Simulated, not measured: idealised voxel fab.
A process module follows: voxel trench capacitor.
Xsec cut, 285 nm wide, square cell size 5 nm.
Heads up, the way a cross-section reads in here is a grid of square cells, handed over as bands from the top down, with every band being one or more rows of cells.
Heads up on the band format: heights come first, top then bottom, in nm. After that it's the materials left to right, each with its width in nm. A single material flagged "edge to edge" fills the whole band edge to edge, and "blank" means there's empty space there.
Height is counted from the level 0, under which the received wafer is composed throughout of one material. The lowest of the bands is not closed at the bottom but continues downward, in the notation "0 -> down".
You'd read "30 to 40" like this: the band's top row of cells is as wide as the first number, its bottom row is as wide as the second, and going down, every row changes width by the same amount as the row before did.
Step note "stayed the same" = no cross-section cell changed.
Voids not open to the top, 8 cells minimum: see "Internal closed voids". Written width x height at distance; distance is from the left edge; nm.
Note: text after step settings on the step line = simulator remark on that step.
overlay nm: on a step with a mask, how far right of its planned place the mask lay; negative means left.
List of planned process steps
1 RECEIVE (material Si)
2 CONFORMAL_DEP (material SiN; thk nm 5)
3 DIRECTIONAL_DEP (material aC; thk nm 10)
4 PATTERN (tone open; mask id TRENCH; material resist; width nm 30; pitch nm 60; thk nm 25; overlay nm 0)
5 DIRECTIONAL_ETCH (etch materials aC; depth nm 10)
6 STRIP (etch materials resist)
7 DIRECTIONAL_ETCH (etch materials SiN; depth nm 5)
8 DIRECTIONAL_ETCH (etch materials Si; depth nm 30)
9 STRIP (etch materials aC)
10 CONFORMAL_DEP (material HfO2; thk nm 5)
11 CONFORMAL_DEP (material TiN; thk nm 5)
12 FILL_DEP (material W; thk nm 10)
13 CMP (height nm 5)
As received, after step 1
    0 -> down | Si edge to edge
    Internal closed voids: none
Here's the cross-section of the first of our two wafers at the end of the module - it ran as planned
    5 -> 0 | SiN: 35, then HfO2: 5, then TiN: 5, then W: 10, then TiN: 5, then HfO2: 5, then SiN: 30, then HfO2: 5, then TiN: 5, then W: 10, then TiN: 5, then HfO2: 5, then SiN: 30, then HfO2: 5, then TiN: 5, then W: 10, then TiN: 5, then HfO2: 5, then SiN: 30, then HfO2: 5, then TiN: 5, then W: 10, then TiN: 5, then HfO2: 5, then SiN: 40
    0 -> -20 | Si: 35, then HfO2: 5, then TiN: 5, then W: 10, then TiN: 5, then HfO2: 5, then Si: 30, then HfO2: 5, then TiN: 5, then W: 10, then TiN: 5, then HfO2: 5, then Si: 30, then HfO2: 5, then TiN: 5, then W: 10, then TiN: 5, then HfO2: 5, then Si: 30, then HfO2: 5, then TiN: 5, then W: 10, then TiN: 5, then HfO2: 5, then Si: 40
    -20 -> -25 | Si: 35, then HfO2: 5, then TiN: 20, then HfO2: 5, then Si: 30, then HfO2: 5, then TiN: 20, then HfO2: 5, then Si: 30, then HfO2: 5, then TiN: 20, then HfO2: 5, then Si: 30, then HfO2: 5, then TiN: 20, then HfO2: 5, then Si: 40
    -25 -> -30 | Si: 35, then HfO2: 30, then Si: 30, then HfO2: 30, then Si: 30, then HfO2: 30, then Si: 30, then HfO2: 30, then Si: 40
    -30 -> down | Si edge to edge
    Internal closed voids: none
End of module, second wafer, cross-section. Started like the first, planned like the first, run with one mistake
    5 -> 0 | SiN: 30, then HfO2: 5, then TiN: 5, then W: 20, then TiN: 5, then HfO2: 5, then SiN: 20, then HfO2: 5, then TiN: 5, then W: 20, then TiN: 5, then HfO2: 5, then SiN: 20, then HfO2: 5, then TiN: 5, then W: 20, then TiN: 5, then HfO2: 5, then SiN: 20, then HfO2: 5, then TiN: 5, then W: 20, then TiN: 5, then HfO2: 5, then SiN: 35
    0 -> -20 | Si: 30, then HfO2: 5, then TiN: 5, then W: 20, then TiN: 5, then HfO2: 5, then Si: 20, then HfO2: 5, then TiN: 5, then W: 20, then TiN: 5, then HfO2: 5, then Si: 20, then HfO2: 5, then TiN: 5, then W: 20, then TiN: 5, then HfO2: 5, then Si: 20, then HfO2: 5, then TiN: 5, then W: 20, then TiN: 5, then HfO2: 5, then Si: 35
    -20 -> -25 | Si: 30, then HfO2: 5, then TiN: 30, then HfO2: 5, then Si: 20, then HfO2: 5, then TiN: 30, then HfO2: 5, then Si: 20, then HfO2: 5, then TiN: 30, then HfO2: 5, then Si: 20, then HfO2: 5, then TiN: 30, then HfO2: 5, then Si: 35
    -25 -> -30 | Si: 30, then HfO2: 40, then Si: 20, then HfO2: 40, then Si: 20, then HfO2: 40, then Si: 20, then HfO2: 40, then Si: 35
    -30 -> down | Si edge to edge
    Internal closed voids: none
It is concluded that the wafer was processed incorrectly with respect to the plan, in that so step 4 ended up running with a different setting than we planned, it ran as PATTERN (tone open; mask id TRENCH; material resist; width nm 40; pitch nm 60; thk nm 25; overlay nm 0)
Heads up, by the end the second wafer has more or fewer cells of some materials compared to the first: 8 more of HfO2 | 48 fewer of Si | 8 fewer of SiN | 8 more of TiN | 40 more of W
